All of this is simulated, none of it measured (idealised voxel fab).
process module | voxel transistor to metal
cross-section cut | 160 nm wide | cells 5 nm
A cross-section is a grid of square cells, given in bands from the top down. A band is one or more rows of cells.
Each band's line starts with the height of the band's top and of its bottom, in nm. Then come its materials from left to right, each with its width in nm. One material with "throughout" fills the band from edge to edge. "air" is empty space.
Height 0 is the level under which the wafer as received is all one material. The lowest band goes on downwards, as in "0 down".
A width such as "30 to 40" changes by the same amount from each row of cells to the next, from the band's top row to its bottom row.
"no change" after a step means that no cell of the cross-section changed.
closed voids: empty space of 8 cells or more with no open way to the top, each as width x height at its distance from the left edge, in nm
after a step's settings: what the simulator itself notes on the step
overlay nm, on a step with a mask: how far to the right of its planned place the mask lay; to the left if negative
plan
1 op RECEIVE | material Si
2 op OXIDIZE | depth nm 5
3 op CONFORMAL_DEP | material SiN | thk nm 10
4 op PATTERN | tone cover | mask id ACTIVE | material resist | width nm 100 | thk nm 20 | overlay nm 0
5 op DIRECTIONAL_ETCH | etch materials SiN | depth nm 10
6 op DIRECTIONAL_ETCH | etch materials SiO2 | depth nm 5
7 op DIRECTIONAL_ETCH | etch materials Si | depth nm 30
8 op STRIP | etch materials resist
9 op OXIDIZE | depth nm 5
10 op FILL_DEP | material SiO2 | thk nm 5
11 op CMP | height nm 10
12 op SELECTIVE_ETCH | etch materials SiO2 | depth nm 5
13 op STRIP | etch materials SiN
14 op SELECTIVE_ETCH | etch materials SiO2 | depth nm 5
15 op OXIDIZE | depth nm 5
16 op DIRECTIONAL_DEP | material polySi | thk nm 25
17 op DIRECTIONAL_DEP | material SiCN | thk nm 15
18 op MASKED_ETCH | tone cover | mask id GATE | width nm 20 | etch materials SiCN | depth nm 25 | overlay nm 0
19 op MASKED_ETCH | tone cover | mask id GATE | width nm 20 | etch materials polySi | depth nm 35 | overlay nm 0
20 op CONFORMAL_DEP | material SiN | thk nm 5
21 op DIRECTIONAL_ETCH | etch materials SiN | depth nm 5
22 op DIRECTIONAL_ETCH | etch materials SiO2 | depth nm 5
23 op EPI | material nSi | thk nm 5
24 op FILL_DEP | material SiO2 | thk nm 5
25 op CMP | height nm 35
26 op DIRECTIONAL_DEP | material SiO2 | thk nm 15
27 op PATTERN | tone open | mask id CONTACT | material resist | width nm 20 | pitch nm 70 | thk nm 20 | overlay nm 0
28 op DIRECTIONAL_ETCH | etch materials SiO2 | depth nm 55
29 op STRIP | etch materials resist
30 op CONFORMAL_DEP | material TiN | thk nm 5
31 op FILL_DEP | material W | thk nm 10
32 op CMP | height nm 50
33 op CONFORMAL_DEP | material SiN | thk nm 5
34 op DIRECTIONAL_DEP | material lowk | thk nm 20
35 op PATTERN | tone open | mask id METAL_1 | material resist | width nm 20 | pitch nm 70 | thk nm 15 | overlay nm 0
36 op DIRECTIONAL_ETCH | etch materials lowk | depth nm 20
37 op DIRECTIONAL_ETCH | etch materials SiN | depth nm 5
38 op STRIP | etch materials resist
39 op CONFORMAL_DEP | material TiN | thk nm 5
40 op FILL_DEP | material Ru | thk nm 10
41 op CMP | height nm 75
42 op CONFORMAL_DEP | material SiCN | thk nm 5
43 op DIRECTIONAL_DEP | material lowk | thk nm 25
44 op DIRECTIONAL_DEP | material aC | thk nm 15
45 op PATTERN | tone open | mask id METAL_2_HOLES | material resist | width nm 15 | pitch nm 70 | thk nm 35 | overlay nm 0
46 op DIRECTIONAL_ETCH | etch materials aC | depth nm 15
47 op STRIP | etch materials resist
48 op DIRECTIONAL_ETCH | etch materials lowk | depth nm 25
49 op STRIP | etch materials aC
50 op PATTERN | tone open | mask id METAL_2 | material resist | width nm 20 | pitch nm 70 | thk nm 15 | overlay nm 0
51 op DIRECTIONAL_ETCH | etch materials lowk | depth nm 15
52 op DIRECTIONAL_ETCH | etch materials SiCN | depth nm 5
53 op STRIP | etch materials resist
54 op CONFORMAL_DEP | material TiN | thk nm 5
55 op FILL_DEP | material Cu | thk nm 10
56 op CMP | height nm 105
57 op CONFORMAL_DEP | material SiCN | thk nm 5
as received, after step 1
  0 down: Si throughout
  closed voids: none
a wafer at the end: this start, this plan, one mistake
  110 to 105: SiCN throughout
  105 to 95: lowk 35 | TiN 5 | Cu 10 | TiN 5 | lowk 50 | TiN 5 | Cu 10 | TiN 5 | lowk 35
  95 to 90: lowk 35 | TiN 5 | Cu 5 | TiN 10 | lowk 50 | TiN 5 | Cu 5 | TiN 10 | lowk 35
  90 to 80: lowk 35 | TiN 5 | Cu 5 | TiN 5 | lowk 55 | TiN 5 | Cu 5 | TiN 5 | lowk 40
  80 to 75: SiCN 35 | TiN 15 | SiCN 55 | TiN 15 | SiCN 40
  75 to 70: SiN 35 | TiN 20 | SiN 50 | TiN 20 | SiN 35
  70 to 50: SiN throughout
  50 to 35: SiO2 35 | TiN 5 | W 10 | TiN 5 | SiO2 50 | TiN 5 | W 10 | TiN 5 | SiO2 35
  35 to 20: SiO2 35 | TiN 5 | W 10 | TiN 5 | SiO2 10 | SiN 5 | SiCN 20 | SiN 5 | SiO2 10 | TiN 5 | W 10 | TiN 5 | SiO2 35
  20 to 0: SiO2 35 | TiN 5 | W 10 | TiN 5 | SiO2 10 | SiN 5 | polySi 20 | SiN 5 | SiO2 10 | TiN 5 | W 10 | TiN 5 | SiO2 35
  0 to -5: SiO2 25 | SiN 5 | SiO2 5 | TiN 20 | SiO2 10 | SiN 5 | polySi 20 | SiN 5 | SiO2 10 | TiN 20 | SiO2 5 | SiN 5 | SiO2 25
  -5 to -10: SiO2 30 | nSi 35 | SiO2 30 | nSi 35 | SiO2 30
  -10 to -40: SiO2 35 | Si 90 | SiO2 35
  -40 down: Si throughout
  closed voids: none
what went wrong: step 34 ran as: op DIRECTIONAL_DEP | material SiN | thk nm 20
